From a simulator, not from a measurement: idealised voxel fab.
process module | voxel self aligned contacts
Cross-section cut spans 255 nm and uses square cells 5 nm in size.
For the purposes of this document, a cross-section shall be understood as a grid of square cells, specified as bands listed in top-to-bottom order, each band consisting of one or more rows of cells. Per band: top height and bottom height in nm, followed by the left-to-right materials and their widths in nm; "all across" marks a single material spanning edge to edge, "empty" marks empty space. Where do heights start? At 0: under that level the wafer as delivered is made of one material only. And the lowest band has no floor; it just carries on downward, as in "from 0 down". Quick explanation for "30->40": the width changes in equal steps down the rows of cells, from the first number in the band's top row to the second number in its bottom row. "remained unchanged" after a step means that no cell of the cross-section changed. Look at "Unvented internal voids" for the closed voids: empty spaces with no open path to the top, sized 8 cells or up. Each is width x height at distance, distance from the left edge, all nm. Read whatever lies past the settings on a step's line as the simulator's own remark about the step. overlay nm: mask offset rightward from planned place, masked step; negative means leftward offset.
Listed below are the process steps as planned
step 1: RECEIVE (material Si)
step 2: CONFORMAL_DEP (material SiO2; thk nm 5)
step 3: DIRECTIONAL_DEP (material polySi; thk nm 25)
step 4: DIRECTIONAL_DEP (material SiN; thk nm 25)
step 5: PATTERN (tone cover; mask id GATE; material resist; width nm 25; pitch nm 60; thk nm 15; overlay nm 0)
step 6: DIRECTIONAL_ETCH (etch materials SiN; depth nm 25)
step 7: DIRECTIONAL_ETCH (etch materials polySi; depth nm 25)
step 8: STRIP (etch materials resist)
step 9: CONFORMAL_DEP (material SiN; thk nm 10)
step 10: DIRECTIONAL_ETCH (etch materials SiN; depth nm 10)
step 11: FILL_DEP (material SiO2; thk nm 15)
step 12: CMP (height nm 60)
step 13: PATTERN (tone open; mask id CONTACT; material resist; width nm 45; thk nm 15; overlay nm 0)
step 14: DIRECTIONAL_ETCH (etch materials SiO2; depth nm 60)
step 15: STRIP (etch materials resist)
step 16: CONFORMAL_DEP (material TiN; thk nm 5)
step 17: FILL_DEP (material Ru; thk nm 5)
step 18: CMP (height nm 60)
step 19: CONFORMAL_DEP (material SiCN; thk nm 5)
Cross-section of the wafer upon arrival, representing the state reached after step 1
* from 0 down | Si all across
* Unvented internal voids: none
Wafer cross-section at end of module: start and plan as shown above, one execution error
* from 65 to 60 | SiCN all across
* from 60 to 55 | 105 nm SiO2, then 45 nm TiN, then 105 nm SiO2
* from 55 to 30 | 95 nm SiN, then 5 nm SiO2, then 55 nm SiN, then 5 nm SiO2, then 95 nm SiN
* from 30 to 5 | 85 nm polySi, then 10 nm SiN, then 5 nm SiO2, then 10 nm SiN, then 35 nm polySi, then 10 nm SiN, then 5 nm SiO2, then 10 nm SiN, then 85 nm polySi
* from 5 to 0 | SiO2 all across
* from 0 down | Si all across
* Unvented internal voids: none
Deviation noted in wafer processing: step 5 deviated from plan and actually ran as PATTERN (tone open; mask id GATE; material resist; width nm 25; pitch nm 60; thk nm 15; overlay nm 0)
